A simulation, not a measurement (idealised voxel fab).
Module name: voxel transistor to metal (process module)
Pictured: cross-section cut, 295 nm wide, on a grid of 5 nm square cells.
In what follows, cross-sections appear as grids of square cells, described through bands that run from the top down, where every band is one or more rows of cells. Within each band entry, the heights of the top and of the bottom of the band appear first, in that order and in nm; the materials of the band then follow from left to right, each with its corresponding width in nm. The designation "throughout" on a single material indicates that it fills the band from edge to edge; the designation "empty" indicates empty space. Height 0 is the level under which the wafer as received is all one material. The lowest band goes on downwards, as in "from 0 down". It should be noted that a width expressed as "30 to 40" varies in equal increments from row to row of cells within the band, taking the value of the first number at the top row and that of the second number at the bottom row. Step marked "nothing different"? Then no cell in the cross-section changed in it. This entry, "Closed cavities", enumerates those empty regions of no fewer than 8 cells that possess no open connection to the top. Each region is reported in the form width x height at distance, the distance being taken from the left edge, with all three quantities expressed in nm. Note: text after step settings on the step line = simulator remark on that step. Steps that use a mask can have "overlay nm" on their line. It says how far the mask sat to the right of where it was meant to be. Negative means to the left.
Process steps foreseen in the plan:
step 1: op RECEIVE | material Si
step 2: op OXIDIZE | depth nm 5
step 3: op CONFORMAL_DEP | material SiN | thk nm 10
step 4: op PATTERN | tone cover | mask id ACTIVE | material resist | width nm 110 | pitch nm 130 | thk nm 15 | overlay nm 0
step 5: op DIRECTIONAL_ETCH | etch materials SiN | depth nm 10
step 6: op DIRECTIONAL_ETCH | etch materials SiO2 | depth nm 5
step 7: op DIRECTIONAL_ETCH | etch materials Si | depth nm 35
step 8: op STRIP | etch materials resist
step 9: op FILL_DEP | material SiO2 | thk nm 5
step 10: op CMP | height nm 10
step 11: op SELECTIVE_ETCH | etch materials SiO2 | depth nm 10
step 12: op STRIP | etch materials SiN
step 13: op SELECTIVE_ETCH | etch materials SiO2 | depth nm 5
step 14: op OXIDIZE | depth nm 5
step 15: op DIRECTIONAL_DEP | material polySi | thk nm 25
step 16: op DIRECTIONAL_DEP | material SiCN | thk nm 10
step 17: op MASKED_ETCH | tone cover | mask id GATE | width nm 30 | pitch nm 130 | etch materials SiCN | depth nm 20 | overlay nm 0
step 18: op MASKED_ETCH | tone cover | mask id GATE | width nm 30 | pitch nm 130 | etch materials polySi | depth nm 35 | overlay nm 0
step 19: op CONFORMAL_DEP | material SiN | thk nm 5
step 20: op DIRECTIONAL_ETCH | etch materials SiN | depth nm 5
step 21: op DIRECTIONAL_ETCH | etch materials SiO2 | depth nm 5
step 22: op DIRECTIONAL_ETCH | etch materials Si | depth nm 15
step 23: op EPI | material nSi | thk nm 15
step 24: op FILL_DEP | material SiO2 | thk nm 10
step 25: op CMP | height nm 20
step 26: op STRIP | etch materials polySi
step 27: op SELECTIVE_ETCH | etch materials SiO2 | depth nm 5
step 28: op CONFORMAL_DEP | material HfO2 | thk nm 5
step 29: op CONFORMAL_DEP | material TiN | thk nm 5
step 30: op FILL_DEP | material W | thk nm 5
step 31: op CMP | height nm 15
step 32: op DIRECTIONAL_DEP | material SiO2 | thk nm 15
step 33: op PATTERN | tone open | mask id CONTACT | material resist | width nm 15 | thk nm 20 | overlay nm 0
step 34: op DIRECTIONAL_ETCH | etch materials SiO2 | depth nm 40
step 35: op STRIP | etch materials resist
step 36: op CONFORMAL_DEP | material TiN | thk nm 5
step 37: op FILL_DEP | material Ru | thk nm 10
step 38: op CMP | height nm 30
step 39: op DIRECTIONAL_DEP | material TiN | thk nm 5
step 40: op DIRECTIONAL_DEP | material W | thk nm 15
step 41: op PATTERN | tone cover | mask id METAL_1 | material resist | width nm 15 | thk nm 20 | overlay nm 0
step 42: op DIRECTIONAL_ETCH | etch materials W | depth nm 15
step 43: op DIRECTIONAL_ETCH | etch materials TiN | depth nm 5
step 44: op STRIP | etch materials resist
step 45: op CONFORMAL_DEP | material SiCN | thk nm 5
step 46: op FILL_DEP | material lowk | thk nm 10
step 47: op CMP | height nm 50
step 48: op CONFORMAL_DEP | material SiCN | thk nm 5
First wafer of two (run as planned):
Cross-section of the incoming wafer, state after step 1:
* from 0 down  Si throughout
* Closed cavities: none
Cross-section: wafer state after step 2:
* from 0 to -5  SiO2 throughout
* At heights below -5, the structure remains unaltered.
Cross-section: wafer state after step 3:
* from 10 to 0  SiN throughout
* At heights below 0, the structure remains unaltered.
Cross-section: wafer state after step 4:
* from 25 to 10  25 empty  110 resist  20 empty  110 resist  30 empty
* At heights below 10, the structure remains unaltered.
Cross-section: wafer state after step 5:
* from 25 to 10  25 empty  110 resist  20 empty  110 resist  30 empty
* from 10 to 0  25 empty  110 SiN  20 empty  110 SiN  30 empty
* At heights below 0, the structure remains unaltered.
Cross-section: wafer state after step 6:
* from 25 to 10  25 empty  110 resist  20 empty  110 resist  30 empty
* from 10 to 0  25 empty  110 SiN  20 empty  110 SiN  30 empty
* from 0 to -5  25 empty  110 SiO2  20 empty  110 SiO2  30 empty
* At heights below -5, the structure remains unaltered.
Cross-section: wafer state after step 7:
* from 25 to 10  25 empty  110 resist  20 empty  110 resist  30 empty
* from 10 to 0  25 empty  110 SiN  20 empty  110 SiN  30 empty
* from 0 to -5  25 empty  110 SiO2  20 empty  110 SiO2  30 empty
* from -5 to -40  25 empty  110 Si  20 empty  110 Si  30 empty
* At heights below -40, the structure remains unaltered.
Cross-section: wafer state after step 8:
* from 10 to 0  25 empty  110 SiN  20 empty  110 SiN  30 empty
* At heights below 0, the structure remains unaltered.
Cross-section: wafer state after step 9:
* from 15 to 10  SiO2 throughout
* from 10 to 0  25 SiO2  110 SiN  20 SiO2  110 SiN  30 SiO2
* from 0 to -5  SiO2 throughout
* from -5 to -40  25 SiO2  110 Si  20 SiO2  110 Si  30 SiO2
* At heights below -40, the structure remains unaltered.
Cross-section: wafer state after step 10:
* from 10 to 0  25 SiO2  110 SiN  20 SiO2  110 SiN  30 SiO2
* At heights below 0, the structure remains unaltered.
Cross-section: wafer state after step 11:
* from 10 to 0  25 empty  110 SiN  20 empty  110 SiN  30 empty
* At heights below 0, the structure remains unaltered.
Cross-section: wafer state after step 12:
* from 0 to -5  SiO2 throughout
* At heights below -5, the structure remains unaltered.
Cross-section: wafer state after step 13:
* from -5 to -40  25 SiO2  110 Si  20 SiO2  110 Si  30 SiO2
* At heights below -40, the structure remains unaltered.
Cross-section: wafer state after step 14:
* from -5 to -10  SiO2 throughout
* At heights below -10, the structure remains unaltered.
Cross-section: wafer state after step 15:
* from 20 to -5  polySi throughout
* At heights below -5, the structure remains unaltered.
Cross-section: wafer state after step 16:
* from 30 to 20  SiCN throughout
* At heights below 20, the structure remains unaltered.
Cross-section: wafer state after step 17:
* from 30 to 20  65 empty  30 SiCN  100 empty  30 SiCN  70 empty
* At heights below 20, the structure remains unaltered.
Cross-section: wafer state after step 18:
* from 30 to 20  65 empty  30 SiCN  100 empty  30 SiCN  70 empty
* from 20 to -5  65 empty  30 polySi  100 empty  30 polySi  70 empty
* At heights below -5, the structure remains unaltered.
Cross-section: wafer state after step 19:
* from 35 to 30  60 empty  40 SiN  90 empty  40 SiN  65 empty
* from 30 to 20  60 empty  5 SiN  30 SiCN  5 SiN  90 empty  5 SiN  30 SiCN  5 SiN  65 empty
* from 20 to 0  60 empty  5 SiN  30 polySi  5 SiN  90 empty  5 SiN  30 polySi  5 SiN  65 empty
* from 0 to -5  65 SiN  30 polySi  100 SiN  30 polySi  70 SiN
* At heights below -5, the structure remains unaltered.
Cross-section: wafer state after step 20:
* from 30 to 20  60 empty  5 SiN  30 SiCN  5 SiN  90 empty  5 SiN  30 SiCN  5 SiN  65 empty
* from 20 to -5  60 empty  5 SiN  30 polySi  5 SiN  90 empty  5 SiN  30 polySi  5 SiN  65 empty
* At heights below -5, the structure remains unaltered.
Cross-section: wafer state after step 21:
* from 30 to 20  60 empty  5 SiN  30 SiCN  5 SiN  90 empty  5 SiN  30 SiCN  5 SiN  65 empty
* from 20 to -5  60 empty  5 SiN  30 polySi  5 SiN  90 empty  5 SiN  30 polySi  5 SiN  65 empty
* from -5 to -10  60 empty  40 SiO2  90 empty  40 SiO2  65 empty
* At heights below -10, the structure remains unaltered.
Cross-section: wafer state after step 22:
* from 30 to 20  60 empty  5 SiN  30 SiCN  5 SiN  90 empty  5 SiN  30 SiCN  5 SiN  65 empty
* from 20 to -5  60 empty  5 SiN  30 polySi  5 SiN  90 empty  5 SiN  30 polySi  5 SiN  65 empty
* from -5 to -10  60 empty  40 SiO2  90 empty  40 SiO2  65 empty
* from -10 to -25  25 SiO2  35 empty  40 Si  35 empty  20 SiO2  35 empty  40 Si  35 empty  30 SiO2
* At heights below -25, the structure remains unaltered.
Cross-section: wafer state after step 23:
* from 30 to 20  60 empty  5 SiN  30 SiCN  5 SiN  90 empty  5 SiN  30 SiCN  5 SiN  65 empty
* from 20 to 5  60 empty  5 SiN  30 polySi  5 SiN  90 empty  5 SiN  30 polySi  5 SiN  65 empty
* from 5 to -5  45 empty  15 nSi  5 SiN  30 polySi  5 SiN  15 nSi  60 empty  15 nSi  5 SiN  30 polySi  5 SiN  15 nSi  50 empty
* from -5 to -10  45 empty  15 nSi  40 SiO2  15 nSi  60 empty  15 nSi  40 SiO2  15 nSi  50 empty
* from -10 to -25  25 SiO2  35 nSi  40 Si  35 nSi  20 SiO2  35 nSi  40 Si  35 nSi  30 SiO2
* At heights below -25, the structure remains unaltered.
Cross-section: wafer state after step 24:
* from 40 to 30  SiO2 throughout
* from 30 to 20  60 SiO2  5 SiN  30 SiCN  5 SiN  90 SiO2  5 SiN  30 SiCN  5 SiN  65 SiO2
* from 20 to 5  60 SiO2  5 SiN  30 polySi  5 SiN  90 SiO2  5 SiN  30 polySi  5 SiN  65 SiO2
* from 5 to -5  45 SiO2  15 nSi  5 SiN  30 polySi  5 SiN  15 nSi  60 SiO2  15 nSi  5 SiN  30 polySi  5 SiN  15 nSi  50 SiO2
* from -5 to -10  45 SiO2  15 nSi  40 SiO2  15 nSi  60 SiO2  15 nSi  40 SiO2  15 nSi  50 SiO2
* At heights below -10, the structure remains unaltered.
Cross-section: wafer state after step 25:
* from 20 to 5  60 SiO2  5 SiN  30 polySi  5 SiN  90 SiO2  5 SiN  30 polySi  5 SiN  65 SiO2
* At heights below 5, the structure remains unaltered.
Cross-section: wafer state after step 26:
* from 20 to 5  60 SiO2  5 SiN  30 empty  5 SiN  90 SiO2  5 SiN  30 empty  5 SiN  65 SiO2
* from 5 to -5  45 SiO2  15 nSi  5 SiN  30 empty  5 SiN  15 nSi  60 SiO2  15 nSi  5 SiN  30 empty  5 SiN  15 nSi  50 SiO2
* At heights below -5, the structure remains unaltered.
Cross-section: wafer state after step 27:
* from 20 to 15  60 empty  5 SiN  30 empty  5 SiN  90 empty  5 SiN  30 empty  5 SiN  65 empty
* from 15 to 5  60 SiO2  5 SiN  30 empty  5 SiN  90 SiO2  5 SiN  30 empty  5 SiN  65 SiO2
* from 5 to -5  45 SiO2  15 nSi  5 SiN  30 empty  5 SiN  15 nSi  60 SiO2  15 nSi  5 SiN  30 empty  5 SiN  15 nSi  50 SiO2
* from -5 to -10  45 SiO2  15 nSi  40 empty  15 nSi  60 SiO2  15 nSi  40 empty  15 nSi  50 SiO2
* At heights below -10, the structure remains unaltered.
Cross-section: wafer state after step 28:
* from 25 to 20  55 empty  15 HfO2  20 empty  15 HfO2  80 empty  15 HfO2  20 empty  15 HfO2  60 empty
* from 20 to 15  60 HfO2  5 SiN  5 HfO2  20 empty  5 HfO2  5 SiN  90 HfO2  5 SiN  5 HfO2  20 empty  5 HfO2  5 SiN  65 HfO2
* from 15 to 5  60 SiO2  5 SiN  5 HfO2  20 empty  5 HfO2  5 SiN  90 SiO2  5 SiN  5 HfO2  20 empty  5 HfO2  5 SiN  65 SiO2
* from 5 to -5  45 SiO2  15 nSi  5 SiN  5 HfO2  20 empty  5 HfO2  5 SiN  15 nSi  60 SiO2  15 nSi  5 SiN  5 HfO2  20 empty  5 HfO2  5 SiN  15 nSi  50 SiO2
* from -5 to -10  45 SiO2  15 nSi  40 HfO2  15 nSi  60 SiO2  15 nSi  40 HfO2  15 nSi  50 SiO2
* At heights below -10, the structure remains unaltered.
Cross-section: wafer state after step 29:
* from 30 to 25  50 empty  25 TiN  10 empty  25 TiN  70 empty  25 TiN  10 empty  25 TiN  55 empty
* from 25 to 20  55 TiN  15 HfO2  5 TiN  10 empty  5 TiN  15 HfO2  80 TiN  15 HfO2  5 TiN  10 empty  5 TiN  15 HfO2  60 TiN
* from 20 to 15  60 HfO2  5 SiN  5 HfO2  5 TiN  10 empty  5 TiN  5 HfO2  5 SiN  90 HfO2  5 SiN  5 HfO2  5 TiN  10 empty  5 TiN  5 HfO2  5 SiN  65 HfO2
* from 15 to 5  60 SiO2  5 SiN  5 HfO2  5 TiN  10 empty  5 TiN  5 HfO2  5 SiN  90 SiO2  5 SiN  5 HfO2  5 TiN  10 empty  5 TiN  5 HfO2  5 SiN  65 SiO2
* from 5 to 0  45 SiO2  15 nSi  5 SiN  5 HfO2  5 TiN  10 empty  5 TiN  5 HfO2  5 SiN  15 nSi  60 SiO2  15 nSi  5 SiN  5 HfO2  5 TiN  10 empty  5 TiN  5 HfO2  5 SiN  15 nSi  50 SiO2
* from 0 to -5  45 SiO2  15 nSi  5 SiN  5 HfO2  20 TiN  5 HfO2  5 SiN  15 nSi  60 SiO2  15 nSi  5 SiN  5 HfO2  20 TiN  5 HfO2  5 SiN  15 nSi  50 SiO2
* At heights below -5, the structure remains unaltered.
Cross-section: wafer state after step 30:
* from 35 to 30  W throughout
* from 30 to 25  50 W  25 TiN  10 W  25 TiN  70 W  25 TiN  10 W  25 TiN  55 W
* from 25 to 20  55 TiN  15 HfO2  5 TiN  10 W  5 TiN  15 HfO2  80 TiN  15 HfO2  5 TiN  10 W  5 TiN  15 HfO2  60 TiN
* from 20 to 15  60 HfO2  5 SiN  5 HfO2  5 TiN  10 W  5 TiN  5 HfO2  5 SiN  90 HfO2  5 SiN  5 HfO2  5 TiN  10 W  5 TiN  5 HfO2  5 SiN  65 HfO2
* from 15 to 5  60 SiO2  5 SiN  5 HfO2  5 TiN  10 W  5 TiN  5 HfO2  5 SiN  90 SiO2  5 SiN  5 HfO2  5 TiN  10 W  5 TiN  5 HfO2  5 SiN  65 SiO2
* from 5 to 0  45 SiO2  15 nSi  5 SiN  5 HfO2  5 TiN  10 W  5 TiN  5 HfO2  5 SiN  15 nSi  60 SiO2  15 nSi  5 SiN  5 HfO2  5 TiN  10 W  5 TiN  5 HfO2  5 SiN  15 nSi  50 SiO2
* At heights below 0, the structure remains unaltered.
Cross-section: wafer state after step 31:
* from 15 to 5  60 SiO2  5 SiN  5 HfO2  5 TiN  10 W  5 TiN  5 HfO2  5 SiN  90 SiO2  5 SiN  5 HfO2  5 TiN  10 W  5 TiN  5 HfO2  5 SiN  65 SiO2
* At heights below 5, the structure remains unaltered.
Cross-section: wafer state after step 32:
* from 30 to 15  SiO2 throughout
* At heights below 15, the structure remains unaltered.
Cross-section: wafer state after step 33:
* from 50 to 30  35 resist  15 empty  60 resist  15 empty  40 resist  15 empty  60 resist  15 empty  40 resist
* At heights below 30, the structure remains unaltered.
Cross-section: wafer state after step 34:
* from 50 to 30  35 resist  15 empty  60 resist  15 empty  40 resist  15 empty  60 resist  15 empty  40 resist
* from 30 to 15  35 SiO2  15 empty  60 SiO2  15 empty  40 SiO2  15 empty  60 SiO2  15 empty  40 SiO2
* from 15 to 5  35 SiO2  15 empty  10 SiO2  5 SiN  5 HfO2  5 TiN  10 W  5 TiN  5 HfO2  5 SiN  10 SiO2  15 empty  40 SiO2  15 empty  10 SiO2  5 SiN  5 HfO2  5 TiN  10 W  5 TiN  5 HfO2  5 SiN  10 SiO2  15 empty  40 SiO2
* from 5 to 0  35 SiO2  10 empty  15 nSi  5 SiN  5 HfO2  5 TiN  10 W  5 TiN  5 HfO2  5 SiN  15 nSi  10 empty  40 SiO2  10 empty  15 nSi  5 SiN  5 HfO2  5 TiN  10 W  5 TiN  5 HfO2  5 SiN  15 nSi  10 empty  40 SiO2
* from 0 to -5  35 SiO2  10 empty  15 nSi  5 SiN  5 HfO2  20 TiN  5 HfO2  5 SiN  15 nSi  10 empty  40 SiO2  10 empty  15 nSi  5 SiN  5 HfO2  20 TiN  5 HfO2  5 SiN  15 nSi  10 empty  40 SiO2
* from -5 to -10  35 SiO2  10 empty  15 nSi  40 HfO2  15 nSi  10 empty  40 SiO2  10 empty  15 nSi  40 HfO2  15 nSi  10 empty  40 SiO2
* At heights below -10, the structure remains unaltered.
Cross-section: wafer state after step 35:
* from 30 to 15  35 SiO2  15 empty  60 SiO2  15 empty  40 SiO2  15 empty  60 SiO2  15 empty  40 SiO2
* At heights below 15, the structure remains unaltered.
Cross-section: wafer state after step 36:
* from 35 to 30  40 TiN  5 empty  70 TiN  5 empty  50 TiN  5 empty  70 TiN  5 empty  45 TiN
* from 30 to 15  35 SiO2  5 TiN  5 empty  5 TiN  60 SiO2  5 TiN  5 empty  5 TiN  40 SiO2  5 TiN  5 empty  5 TiN  60 SiO2  5 TiN  5 empty  5 TiN  40 SiO2
* from 15 to 10  35 SiO2  5 TiN  5 empty  5 TiN  10 SiO2  5 SiN  5 HfO2  5 TiN  10 W  5 TiN  5 HfO2  5 SiN  10 SiO2  5 TiN  5 empty  5 TiN  40 SiO2  5 TiN  5 empty  5 TiN  10 SiO2  5 SiN  5 HfO2  5 TiN  10 W  5 TiN  5 HfO2  5 SiN  10 SiO2  5 TiN  5 empty  5 TiN  40 SiO2
* from 10 to 5  35 SiO2  15 TiN  10 SiO2  5 SiN  5 HfO2  5 TiN  10 W  5 TiN  5 HfO2  5 SiN  10 SiO2  15 TiN  40 SiO2  15 TiN  10 SiO2  5 SiN  5 HfO2  5 TiN  10 W  5 TiN  5 HfO2  5 SiN  10 SiO2  15 TiN  40 SiO2
* from 5 to 0  35 SiO2  10 TiN  15 nSi  5 SiN  5 HfO2  5 TiN  10 W  5 TiN  5 HfO2  5 SiN  15 nSi  10 TiN  40 SiO2  10 TiN  15 nSi  5 SiN  5 HfO2  5 TiN  10 W  5 TiN  5 HfO2  5 SiN  15 nSi  10 TiN  40 SiO2
* from 0 to -5  35 SiO2  10 TiN  15 nSi  5 SiN  5 HfO2  20 TiN  5 HfO2  5 SiN  15 nSi  10 TiN  40 SiO2  10 TiN  15 nSi  5 SiN  5 HfO2  20 TiN  5 HfO2  5 SiN  15 nSi  10 TiN  40 SiO2
* from -5 to -10  35 SiO2  10 TiN  15 nSi  40 HfO2  15 nSi  10 TiN  40 SiO2  10 TiN  15 nSi  40 HfO2  15 nSi  10 TiN  40 SiO2
* At heights below -10, the structure remains unaltered.
Cross-section: wafer state after step 37:
* from 45 to 35  Ru throughout
* from 35 to 30  40 TiN  5 Ru  70 TiN  5 Ru  50 TiN  5 Ru  70 TiN  5 Ru  45 TiN
* from 30 to 15  35 SiO2  5 TiN  5 Ru  5 TiN  60 SiO2  5 TiN  5 Ru  5 TiN  40 SiO2  5 TiN  5 Ru  5 TiN  60 SiO2  5 TiN  5 Ru  5 TiN  40 SiO2
* from 15 to 10  35 SiO2  5 TiN  5 Ru  5 TiN  10 SiO2  5 SiN  5 HfO2  5 TiN  10 W  5 TiN  5 HfO2  5 SiN  10 SiO2  5 TiN  5 Ru  5 TiN  40 SiO2  5 TiN  5 Ru  5 TiN  10 SiO2  5 SiN  5 HfO2  5 TiN  10 W  5 TiN  5 HfO2  5 SiN  10 SiO2  5 TiN  5 Ru  5 TiN  40 SiO2
* At heights below 10, the structure remains unaltered.
Cross-section: wafer state after step 38:
* from 30 to 15  35 SiO2  5 TiN  5 Ru  5 TiN  60 SiO2  5 TiN  5 Ru  5 TiN  40 SiO2  5 TiN  5 Ru  5 TiN  60 SiO2  5 TiN  5 Ru  5 TiN  40 SiO2
* At heights below 15, the structure remains unaltered.
Cross-section: wafer state after step 39:
* from 35 to 30  TiN throughout
* At heights below 30, the structure remains unaltered.
Cross-section: wafer state after step 40:
* from 50 to 35  W throughout
* At heights below 35, the structure remains unaltered.
Cross-section: wafer state after step 41:
* from 70 to 50  35 empty  15 resist  60 empty  15 resist  40 empty  15 resist  60 empty  15 resist  40 empty
* At heights below 50, the structure remains unaltered.
Cross-section: wafer state after step 42:
* from 70 to 50  35 empty  15 resist  60 empty  15 resist  40 empty  15 resist  60 empty  15 resist  40 empty
* from 50 to 35  35 empty  15 W  60 empty  15 W  40 empty  15 W  60 empty  15 W  40 empty
* At heights below 35, the structure remains unaltered.
Cross-section: wafer state after step 43:
* from 70 to 50  35 empty  15 resist  60 empty  15 resist  40 empty  15 resist  60 empty  15 resist  40 empty
* from 50 to 35  35 empty  15 W  60 empty  15 W  40 empty  15 W  60 empty  15 W  40 empty
* from 35 to 30  35 empty  15 TiN  60 empty  15 TiN  40 empty  15 TiN  60 empty  15 TiN  40 empty
* At heights below 30, the structure remains unaltered.
Cross-section: wafer state after step 44:
* from 50 to 35  35 empty  15 W  60 empty  15 W  40 empty  15 W  60 empty  15 W  40 empty
* At heights below 35, the structure remains unaltered.
Cross-section: wafer state after step 45:
* from 55 to 50  30 empty  25 SiCN  50 empty  25 SiCN  30 empty  25 SiCN  50 empty  25 SiCN  35 empty
* from 50 to 35  30 empty  5 SiCN  15 W  5 SiCN  50 empty  5 SiCN  15 W  5 SiCN  30 empty  5 SiCN  15 W  5 SiCN  50 empty  5 SiCN  15 W  5 SiCN  35 empty
* from 35 to 30  35 SiCN  15 TiN  60 SiCN  15 TiN  40 SiCN  15 TiN  60 SiCN  15 TiN  40 SiCN
* At heights below 30, the structure remains unaltered.
Cross-section: wafer state after step 46:
* from 65 to 55  lowk throughout
* from 55 to 50  30 lowk  25 SiCN  50 lowk  25 SiCN  30 lowk  25 SiCN  50 lowk  25 SiCN  35 lowk
* from 50 to 35  30 lowk  5 SiCN  15 W  5 SiCN  50 lowk  5 SiCN  15 W  5 SiCN  30 lowk  5 SiCN  15 W  5 SiCN  50 lowk  5 SiCN  15 W  5 SiCN  35 lowk
* At heights below 35, the structure remains unaltered.
Cross-section: wafer state after step 47:
* from 50 to 35  30 lowk  5 SiCN  15 W  5 SiCN  50 lowk  5 SiCN  15 W  5 SiCN  30 lowk  5 SiCN  15 W  5 SiCN  50 lowk  5 SiCN  15 W  5 SiCN  35 lowk
* At heights below 35, the structure remains unaltered.
Cross-section: wafer state after step 48:
* from 55 to 50  SiCN throughout
* At heights below 50, the structure remains unaltered.
Wafer two of the pair: same origin, same plan, one error during the run; identical to wafer one up to and including step 31:
Second wafer, sectioned view, at step 32's planned end time:
* from 45 to 15  SiO2 throughout
* At heights below 15, the structure remains unaltered.
Second wafer, sectioned view, at step 33's planned end time:
* from 65 to 45  35 resist  15 empty  60 resist  15 empty  40 resist  15 empty  60 resist  15 empty  40 resist
* At heights below 45, the structure remains unaltered.
Second wafer, sectioned view, at step 34's planned end time:
* from 65 to 45  35 resist  15 empty  60 resist  15 empty  40 resist  15 empty  60 resist  15 empty  40 resist
* from 45 to 15  35 SiO2  15 empty  60 SiO2  15 empty  40 SiO2  15 empty  60 SiO2  15 empty  40 SiO2
* from 15 to 5  35 SiO2  15 empty  10 SiO2  5 SiN  5 HfO2  5 TiN  10 W  5 TiN  5 HfO2  5 SiN  10 SiO2  15 empty  40 SiO2  15 empty  10 SiO2  5 SiN  5 HfO2  5 TiN  10 W  5 TiN  5 HfO2  5 SiN  10 SiO2  15 empty  40 SiO2
* At heights below 5, the structure remains unaltered.
Second wafer, sectioned view, at step 35's planned end time:
* from 45 to 15  35 SiO2  15 empty  60 SiO2  15 empty  40 SiO2  15 empty  60 SiO2  15 empty  40 SiO2
* At heights below 15, the structure remains unaltered.
Second wafer, sectioned view, at step 36's planned end time:
* from 50 to 45  40 TiN  5 empty  70 TiN  5 empty  50 TiN  5 empty  70 TiN  5 empty  45 TiN
* from 45 to 15  35 SiO2  5 TiN  5 empty  5 TiN  60 SiO2  5 TiN  5 empty  5 TiN  40 SiO2  5 TiN  5 empty  5 TiN  60 SiO2  5 TiN  5 empty  5 TiN  40 SiO2
* from 15 to 10  35 SiO2  5 TiN  5 empty  5 TiN  10 SiO2  5 SiN  5 HfO2  5 TiN  10 W  5 TiN  5 HfO2  5 SiN  10 SiO2  5 TiN  5 empty  5 TiN  40 SiO2  5 TiN  5 empty  5 TiN  10 SiO2  5 SiN  5 HfO2  5 TiN  10 W  5 TiN  5 HfO2  5 SiN  10 SiO2  5 TiN  5 empty  5 TiN  40 SiO2
* from 10 to 5  35 SiO2  15 TiN  10 SiO2  5 SiN  5 HfO2  5 TiN  10 W  5 TiN  5 HfO2  5 SiN  10 SiO2  15 TiN  40 SiO2  15 TiN  10 SiO2  5 SiN  5 HfO2  5 TiN  10 W  5 TiN  5 HfO2  5 SiN  10 SiO2  15 TiN  40 SiO2
* At heights below 5, the structure remains unaltered.
Second wafer, sectioned view, at step 37's planned end time:
* from 60 to 50  Ru throughout
* from 50 to 45  40 TiN  5 Ru  70 TiN  5 Ru  50 TiN  5 Ru  70 TiN  5 Ru  45 TiN
* from 45 to 15  35 SiO2  5 TiN  5 Ru  5 TiN  60 SiO2  5 TiN  5 Ru  5 TiN  40 SiO2  5 TiN  5 Ru  5 TiN  60 SiO2  5 TiN  5 Ru  5 TiN  40 SiO2
* from 15 to 10  35 SiO2  5 TiN  5 Ru  5 TiN  10 SiO2  5 SiN  5 HfO2  5 TiN  10 W  5 TiN  5 HfO2  5 SiN  10 SiO2  5 TiN  5 Ru  5 TiN  40 SiO2  5 TiN  5 Ru  5 TiN  10 SiO2  5 SiN  5 HfO2  5 TiN  10 W  5 TiN  5 HfO2  5 SiN  10 SiO2  5 TiN  5 Ru  5 TiN  40 SiO2
* At heights below 10, the structure remains unaltered.
Second wafer, sectioned view, at step 38's planned end time:
* from 30 to 15  35 SiO2  5 TiN  5 Ru  5 TiN  60 SiO2  5 TiN  5 Ru  5 TiN  40 SiO2  5 TiN  5 Ru  5 TiN  60 SiO2  5 TiN  5 Ru  5 TiN  40 SiO2
* At heights below 15, the structure remains unaltered.
Second wafer, sectioned view, at step 39's planned end time:
* from 35 to 30  TiN throughout
* At heights below 30, the structure remains unaltered.
Second wafer, sectioned view, at step 40's planned end time:
* from 50 to 35  W throughout
* At heights below 35, the structure remains unaltered.
Second wafer, sectioned view, at step 41's planned end time:
* from 70 to 50  35 empty  15 resist  60 empty  15 resist  40 empty  15 resist  60 empty  15 resist  40 empty
* At heights below 50, the structure remains unaltered.
Second wafer, sectioned view, at step 42's planned end time:
* from 70 to 50  35 empty  15 resist  60 empty  15 resist  40 empty  15 resist  60 empty  15 resist  40 empty
* from 50 to 35  35 empty  15 W  60 empty  15 W  40 empty  15 W  60 empty  15 W  40 empty
* At heights below 35, the structure remains unaltered.
Second wafer, sectioned view, at step 43's planned end time:
* from 70 to 50  35 empty  15 resist  60 empty  15 resist  40 empty  15 resist  60 empty  15 resist  40 empty
* from 50 to 35  35 empty  15 W  60 empty  15 W  40 empty  15 W  60 empty  15 W  40 empty
* from 35 to 30  35 empty  15 TiN  60 empty  15 TiN  40 empty  15 TiN  60 empty  15 TiN  40 empty
* At heights below 30, the structure remains unaltered.
Second wafer, sectioned view, at step 44's planned end time:
* from 50 to 35  35 empty  15 W  60 empty  15 W  40 empty  15 W  60 empty  15 W  40 empty
* At heights below 35, the structure remains unaltered.
Second wafer, sectioned view, at step 45's planned end time:
* from 55 to 50  30 empty  25 SiCN  50 empty  25 SiCN  30 empty  25 SiCN  50 empty  25 SiCN  35 empty
* from 50 to 35  30 empty  5 SiCN  15 W  5 SiCN  50 empty  5 SiCN  15 W  5 SiCN  30 empty  5 SiCN  15 W  5 SiCN  50 empty  5 SiCN  15 W  5 SiCN  35 empty
* from 35 to 30  35 SiCN  15 TiN  60 SiCN  15 TiN  40 SiCN  15 TiN  60 SiCN  15 TiN  40 SiCN
* At heights below 30, the structure remains unaltered.
Second wafer, sectioned view, at step 46's planned end time:
* from 65 to 55  lowk throughout
* from 55 to 50  30 lowk  25 SiCN  50 lowk  25 SiCN  30 lowk  25 SiCN  50 lowk  25 SiCN  35 lowk
* from 50 to 35  30 lowk  5 SiCN  15 W  5 SiCN  50 lowk  5 SiCN  15 W  5 SiCN  30 lowk  5 SiCN  15 W  5 SiCN  50 lowk  5 SiCN  15 W  5 SiCN  35 lowk
* At heights below 35, the structure remains unaltered.
Second wafer, sectioned view, at step 47's planned end time:
* from 50 to 35  30 lowk  5 SiCN  15 W  5 SiCN  50 lowk  5 SiCN  15 W  5 SiCN  30 lowk  5 SiCN  15 W  5 SiCN  50 lowk  5 SiCN  15 W  5 SiCN  35 lowk
* At heights below 35, the structure remains unaltered.
Second wafer, sectioned view, at step 48's planned end time:
* from 55 to 50  SiCN throughout
* At heights below 50, the structure remains unaltered.
Which mistake was made when the wafer was run? heads up, step 32 of the plan got done twice
Counted in cells at the end, the second wafer holds more or fewer of these materials than the first: SiO2 +24, TiN -24
